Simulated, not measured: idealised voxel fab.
process module | voxel capacitor over wiring
205 nm wide, 5 nm square cells: that's cross-section cut.
Cross-section = grid of square cells, listed top down in bands; band = one or more rows.
It is stipulated that each band's entry specify, in nanometres, the height of the top of the band and then that of its bottom, followed by the materials of the band in left-to-right sequence, each together with its width in nanometres. A single material marked by the word "throughout" is understood to fill the band from edge to edge; the word "blank" is understood to denote empty space.
For the purposes of this specification, 0 denotes the height below which the wafer in its as-received condition is composed wholly of one material, and the lowermost band, lacking a lower limit, extends downward without end, as expressed in "from 0 down".
A two-number width, for instance "30 to 40", indicates that the width is equal to the first number in the top row of the band and to the second number in the bottom row, and that it changes by a constant amount per row of cells.
"remains unaltered" -> step changed no cross-section cell.
Under "Unvented voids" you'll find the enclosed gaps, the ones with no way out to the top, that are 8 cells or bigger; each reads width x height at distance, with distance counted from the left edge, everything in nm.
Step line, after settings: the simulator's comment on this step.
overlay nm: where the mask lay relative to plan, measured to the right, on steps with a mask; negatives go left.

Intended process steps
- 1: RECEIVE (material Si)
- 2: CONFORMAL_DEP (material SiO2; thk nm 15)
- 3: DIRECTIONAL_DEP (material TiN; thk nm 5)
- 4: DIRECTIONAL_DEP (material Ru; thk nm 20)
- 5: PATTERN (tone cover; mask id METAL_1; material resist; width nm 25; pitch nm 90; thk nm 20; overlay nm 0)
- 6: DIRECTIONAL_ETCH (etch materials Ru; depth nm 20)
- 7: DIRECTIONAL_ETCH (etch materials TiN; depth nm 5)
- 8: STRIP (etch materials resist)
- 9: CONFORMAL_DEP (material SiCN; thk nm 5)
- 10: FILL_DEP (material lowk; thk nm 5)
- 11: CMP (height nm 40)
- 12: CONFORMAL_DEP (material SiCN; thk nm 5)
- 13: DIRECTIONAL_DEP (material SiO2; thk nm 10)
- 14: PATTERN (tone open; mask id PLUG_1; material resist; width nm 15; thk nm 20; overlay nm 0)
- 15: DIRECTIONAL_ETCH (etch materials SiO2; depth nm 10)
- 16: DIRECTIONAL_ETCH (etch materials SiCN; depth nm 5)
- 17: STRIP (etch materials resist)
- 18: EPI (material Ru; thk nm 10)
- 19: EPI (material Ru; thk nm 5)
- 20: DIRECTIONAL_DEP (material TiN; thk nm 10)
- 21: DIRECTIONAL_DEP (material Al2O3; thk nm 5)
- 22: DIRECTIONAL_DEP (material TiN; thk nm 10)
- 23: PATTERN (tone cover; mask id UPPER_PLATE; material resist; width nm 70; thk nm 15; overlay nm 0)
- 24: DIRECTIONAL_ETCH (etch materials TiN; depth nm 10)
- 25: DIRECTIONAL_ETCH (etch materials Al2O3; depth nm 5)
- 26: STRIP (etch materials resist)
- 27: PATTERN (tone cover; mask id LOWER_PLATE; material resist; width nm 80; thk nm 20; overlay nm 0)
- 28: DIRECTIONAL_ETCH (etch materials TiN; depth nm 10)
- 29: STRIP (etch materials resist)
- 30: FILL_DEP (material SiO2; thk nm 20)
- 31: CMP (height nm 95)
- 32: DIRECTIONAL_DEP (material aC; thk nm 15)
- 33: PATTERN (tone open; mask id PLUG_2; material resist; width nm 15; thk nm 30; overlay nm 0)
- 34: DIRECTIONAL_ETCH (etch materials aC; depth nm 15)
- 35: STRIP (etch materials resist)
- 36: DIRECTIONAL_ETCH (etch materials SiO2; depth nm 15)
- 37: STRIP (etch materials aC)
- 38: CONFORMAL_DEP (material TiN; thk nm 5)
- 39: FILL_DEP (material W; thk nm 10)
- 40: CMP (height nm 95)
- 41: CONFORMAL_DEP (material SiCN; thk nm 5)

As-received state of the wafer in cross-section, equivalent to post-step 1
    from 0 down  Si throughout
    Unvented voids: none

First wafer at the end, as planned
    from 100 to 95  SiCN throughout
    from 95 to 85  SiO2 65 nm  TiN 5 nm  W 5 nm  TiN 5 nm  SiO2 125 nm
    from 85 to 80  SiO2 65 nm  TiN 15 nm  SiO2 125 nm
    from 80 to 70  SiO2 55 nm  TiN 70 nm  SiO2 80 nm
    from 70 to 65  SiO2 55 nm  Al2O3 70 nm  SiO2 80 nm
    from 65 to 55  SiO2 50 nm  TiN 80 nm  SiO2 75 nm
    from 55 to 45  SiO2 55 nm  Ru 15 nm  SiO2 135 nm
    from 45 to 40  SiCN 55 nm  Ru 15 nm  SiCN 135 nm
    from 40 to 20  lowk 40 nm  SiCN 5 nm  Ru 25 nm  SiCN 5 nm  lowk 55 nm  SiCN 5 nm  Ru 25 nm  SiCN 5 nm  lowk 40 nm
    from 20 to 15  SiCN 45 nm  TiN 25 nm  SiCN 65 nm  TiN 25 nm  SiCN 45 nm
    from 15 to 0  SiO2 throughout
    from 0 down  Si throughout
    Unvented voids: none

Wafer two, end of module, cross-section. Same start, same plan as wafer one. One mistake in the run
    from 100 to 95  SiCN throughout
    from 95 to 85  SiO2 65 nm  TiN 5 nm  W 5 nm  TiN 5 nm  SiO2 125 nm
    from 85 to 80  SiO2 65 nm  TiN 15 nm  SiO2 125 nm
    from 80 to 70  SiO2 55 nm  TiN 70 nm  SiO2 80 nm
    from 70 to 60  SiO2 50 nm  TiN 80 nm  SiO2 75 nm
    from 60 to 55  Al2O3 throughout
    from 55 to 45  SiO2 55 nm  Ru 15 nm  SiO2 135 nm
    from 45 to 40  SiCN 55 nm  Ru 15 nm  SiCN 135 nm
    from 40 to 20  lowk 40 nm  SiCN 5 nm  Ru 25 nm  SiCN 5 nm  lowk 55 nm  SiCN 5 nm  Ru 25 nm  SiCN 5 nm  lowk 40 nm
    from 20 to 15  SiCN 45 nm  TiN 25 nm  SiCN 65 nm  TiN 25 nm  SiCN 45 nm
    from 15 to 0  SiO2 throughout
    from 0 down  Si throughout
    Unvented voids: none
The mistake made against the process plan was this: steps 20 and 21 run out of order (swapped)
End check, counted in cells, second wafer has more or fewer of these materials than the first: 27 more of Al2O3 | 27 fewer of SiO2
